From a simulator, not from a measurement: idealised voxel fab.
Documented hereafter: the process module known as voxel self aligned vias.
Cross-section cut spans 205 nm and uses square cells 5 nm in size.
A cross-section is a grid of square cells, given in bands from the top down. A band is one or more rows of cells. Top, bottom (nm), then materials left to right with widths (nm); lone material tagged "all across" fills the whole band edge to edge; "empty" = empty space. Convention: height 0 is the level below which the wafer, as received, is all one material. The lowest band does not terminate at the bottom but continues downward, represented as "0 nm and below". The expression "30..40" gives the width at the extremes of the band, the first number at its top row of cells and the second at its bottom row, with the width changing by equal amounts from each row to the next in between. Given "no alterations made" for a step, no cell of the cross-section differs between before and after that step. In the "Listed closed voids" entry, you get each enclosed empty space of 8 cells or more, one with no open way to the top, written width x height at distance, distance from the left edge, in nm. Heads up: the bit after the settings on a step's line is the simulator's remark on that step. overlay nm: right-of-plan distance of the mask on a masked step; negative values mean left-of-plan.
-- So here's the lineup of process steps we planned
- 1: RECEIVE with material Si
- 2: CONFORMAL_DEP with material SiO2, thk nm 10
- 3: CONFORMAL_DEP with material SiCN, thk nm 5
- 4: DIRECTIONAL_DEP with material lowk, thk nm 20
- 5: PATTERN with tone open, mask id LINES, material resist, width nm 25, pitch nm 65, thk nm 20, overlay nm 0
- 6: DIRECTIONAL_ETCH with etch materials lowk, depth nm 20
- 7: STRIP with etch materials resist
- 8: CONFORMAL_DEP with material TiN, thk nm 5
- 9: FILL_DEP with material Ru, thk nm 5
- 10: CMP with height nm 35
- 11: SELECTIVE_ETCH with etch materials W Ru TiN, depth nm 10
- 12: FILL_DEP with material SiN, thk nm 5
- 13: CMP with height nm 35
- 14: DIRECTIONAL_DEP with material lowk, thk nm 15
- 15: DIRECTIONAL_DEP with material aC, thk nm 10
- 16: PATTERN with tone open, mask id VIAS, material resist, width nm 45, thk nm 25, overlay nm 0
- 17: DIRECTIONAL_ETCH with etch materials aC, depth nm 10
- 18: STRIP with etch materials resist
- 19: DIRECTIONAL_ETCH with etch materials lowk, depth nm 15
- 20: DIRECTIONAL_ETCH with etch materials SiN, depth nm 10
- 21: STRIP with etch materials aC
- 22: CONFORMAL_DEP with material TiN, thk nm 5
- 23: FILL_DEP with material Cu, thk nm 5
- 24: CMP with height nm 50
- 25: CONFORMAL_DEP with material SiN, thk nm 5
-- Incoming wafer, cross-sectional view, post step 1
  0 nm and below: Si all across
  Listed closed voids: none
-- Figure: cross-sectional view of the wafer upon completion of the module, processed from the initial state and according to the plan depicted above, with one error introduced during execution
  55 nm to 50 nm: SiN all across
  50 nm to 35 nm: 45 of lowk  5 of TiN  35 of Cu  5 of TiN  115 of lowk
  35 nm to 30 nm: 45 of SiN  15 of TiN  15 of Cu  15 of TiN  115 of SiN
  30 nm to 25 nm: 55 of lowk  25 of TiN  40 of lowk  25 of SiN  60 of lowk
  25 nm to 15 nm: 55 of lowk  5 of TiN  15 of Ru  5 of TiN  40 of lowk  5 of TiN  15 of Ru  5 of TiN  60 of lowk
  15 nm to 10 nm: 55 of lowk  25 of TiN  40 of lowk  25 of TiN  60 of lowk
  10 nm to 0 nm: SiO2 all across
  0 nm and below: Si all across
  Listed closed voids: none
Run error: plan step 3: skipped, not run
